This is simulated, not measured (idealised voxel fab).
Process module, titled voxel gate over fins
Displayed cross-section: cut, width of 270 nm, square cells sized 5 nm.
A cross-section is a grid of square cells, given in bands from the top down. A band is one or more rows of cells. Top height, bottom height, nm. Materials left to right, width each, nm. Single material + "all across" = fills band edge to edge. "air" = empty. Below 0: as-received wafer, all one material; heights counted from there. Lowest band: no bottom, goes on down, written "z 0 and below". The expression "30 to 40" gives the width at the extremes of the band, the first number at its top row of cells and the second at its bottom row, with the width changing by equal amounts from each row to the next in between. Reading "no alteration" for a step: not a cell of the cross-section changed in it. "Trapped voids" - sealed voids, min. 8 cells, no opening to top; format: width x height at distance (distance from left edge; nm throughout). What comes after the settings on a step's line is commentary from the simulator itself on that step. overlay nm: where the mask lay relative to plan, measured to the right, on steps with a mask; negatives go left.

# List of planned process steps
1) RECEIVE, material Si
2) CONFORMAL_DEP, material SiN, thk nm 10
3) PATTERN, tone cover, mask id FINS, material resist, width nm 15, pitch nm 40, thk nm 20, overlay nm -15
4) DIRECTIONAL_ETCH, etch materials SiN, depth nm 10
5) DIRECTIONAL_ETCH, etch materials Si, depth nm 35
6) STRIP, etch materials resist
7) FILL_DEP, material SiO2, thk nm 15
8) CMP, height nm 10
9) SELECTIVE_ETCH, etch materials SiO2, depth nm 20
10) STRIP, etch materials SiN
11) CONFORMAL_DEP, material HfO2, thk nm 5
12) CONFORMAL_DEP, material TiN, thk nm 5
13) CONFORMAL_DEP, material TiAl, thk nm 5
14) CONFORMAL_DEP, material TiN, thk nm 5
15) FILL_DEP, material W, thk nm 10
16) CMP, height nm 25
17) CONFORMAL_DEP, material SiCN, thk nm 10
Every wafer here starts from the same state; it is the step 3 overlay nm that distinguishes them, and the value the plan gives belongs to the first wafer.

# This is how the first of several wafers looked in cross-section when it arrived, which is after step 1
z 0 and below | Si all across
Trapped voids: none

# Rows = wafers. At module end, each row lists per material the cells gained (+) or lost (-) since the wafer was received, then the closed voids
overlay nm -15; +66 HfO2; -315 Si; +108 SiCN; +225 SiO2; +62 TiAl; +124 TiN; +108 W; Trapped voids: none
overlay nm -10; +66 HfO2; -315 Si; +108 SiCN; +225 SiO2; +62 TiAl; +124 TiN; +108 W; Trapped voids: none
overlay nm -5; +66 HfO2; -315 Si; +108 SiCN; +225 SiO2; +62 TiAl; +124 TiN; +108 W; Trapped voids: none
overlay nm 0; +66 HfO2; -315 Si; +108 SiCN; +225 SiO2; +62 TiAl; +124 TiN; +108 W; Trapped voids: none
overlay nm 5; +66 HfO2; -315 Si; +108 SiCN; +225 SiO2; +62 TiAl; +124 TiN; +108 W; Trapped voids: none
overlay nm 10; +66 HfO2; -315 Si; +108 SiCN; +225 SiO2; +62 TiAl; +124 TiN; +108 W; Trapped voids: none
overlay nm 15; +66 HfO2; -315 Si; +108 SiCN; +225 SiO2; +62 TiAl; +124 TiN; +108 W; Trapped voids: none
